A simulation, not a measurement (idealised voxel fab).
A process module follows: voxel gate over fins.
The width of the displayed cross-section, cut, is 190 nm; its cells are square, with a size of 5 nm.
Just so we're on the same page, the cross-sections are grids of square cells, and they're listed out in bands top to bottom, each band one or more rows deep. First you get the band's top height and its bottom height, in nm, and then the materials it's made of, left to right, with each width in nm. If you see a single material with "everywhere", that one covers the band edge to edge. "air" is empty space. For the purposes of this specification, 0 denotes the height below which the wafer in its as-received condition is composed wholly of one material, and the lowermost band, lacking a lower limit, extends downward without end, as expressed in "0 nm and below". A width given as "30..40" starts at the first number in the band's top row and ends at the second number in its bottom row, shifting by an equal amount at every step from row to row. Any step labelled "no alterations made" changed none of the cells in the cross-section. Closed empty spaces (no open way to the top) of 8 cells or more are what "Closed-off voids" lists, each as width x height at distance from the left edge, nm for all three. On each step's line, the part that comes after the settings is the simulator's own comment on the step. overlay nm: for a step with a mask, the amount by which the mask lay right of where it was planned; a negative amount means left of it.
# Process steps (planned)
1: RECEIVE [material Si]
2: CONFORMAL_DEP [material SiN] [thk nm 10]
3: PATTERN [tone cover] [mask id FINS] [material resist] [width nm 15] [pitch nm 50] [thk nm 20] [overlay nm 0]
4: DIRECTIONAL_ETCH [etch materials SiN] [depth nm 10]
5: DIRECTIONAL_ETCH [etch materials Si] [depth nm 30]
6: STRIP [etch materials resist]
7: FILL_DEP [material SiO2] [thk nm 5]
8: CMP [height nm 10]
9: PATTERN [tone open] [mask id RAIL] [material resist] [width nm 15] [thk nm 15] [overlay nm 0]
10: DIRECTIONAL_ETCH [etch materials SiO2] [depth nm 35]
11: STRIP [etch materials resist]
12: CONFORMAL_DEP [material TiN] [thk nm 5]
13: FILL_DEP [material Ru] [thk nm 5]
14: CMP [height nm 10]
15: SELECTIVE_ETCH [etch materials W Ru TiN] [depth nm 25]
16: FILL_DEP [material SiO2] [thk nm 5]
17: CMP [height nm 10]
18: SELECTIVE_ETCH [etch materials SiO2] [depth nm 20]
19: STRIP [etch materials SiN]
20: CONFORMAL_DEP [material HfO2] [thk nm 5]
21: CONFORMAL_DEP [material TiN] [thk nm 5]
22: FILL_DEP [material W] [thk nm 10]
23: CMP [height nm 15]
24: CONFORMAL_DEP [material SiCN] [thk nm 10]
# Cross-section of the incoming wafer, state after step 1
* 0 nm and below: Si everywhere
* Closed-off voids: none
# Cross-sectional result after module completion. Note: starting condition and plan are unchanged from above; one processing mistake was made
* 25 nm to 15 nm: SiCN everywhere
* 15 nm to 10 nm: W everywhere
* 10 nm to 5 nm: 50 W  35 TiN  15 W  35 TiN  55 W
* 5 nm to 0 nm: 50 W  5 TiN  25 HfO2  5 TiN  15 W  5 TiN  25 HfO2  5 TiN  55 W
* 0 nm to -5 nm: 55 TiN  5 HfO2  15 Si  5 HfO2  5 TiN  15 W  5 TiN  5 HfO2  15 Si  5 HfO2  60 TiN
* -5 nm to -10 nm: 45 HfO2  10 TiN  5 HfO2  15 Si  5 HfO2  25 TiN  5 HfO2  15 Si  5 HfO2  10 TiN  50 HfO2
* -10 nm to -15 nm: 40 SiO2  5 HfO2  10 TiN  5 HfO2  15 Si  35 HfO2  15 Si  5 HfO2  10 TiN  5 HfO2  45 SiO2
* -15 nm to -20 nm: 40 SiO2  20 HfO2  15 Si  10 HfO2  5 TiN  5 Ru  5 TiN  10 HfO2  15 Si  20 HfO2  45 SiO2
* -20 nm to -25 nm: 60 SiO2  15 Si  10 SiO2  15 TiN  10 SiO2  15 Si  65 SiO2
* -25 nm to -30 nm: 60 SiO2  15 Si  35 SiO2  15 Si  65 SiO2
* -30 nm and below: Si everywhere
* Closed-off voids: none
Against the plan, the run slipped here: step 18 ran in the slot meant for step 19, and vice versa
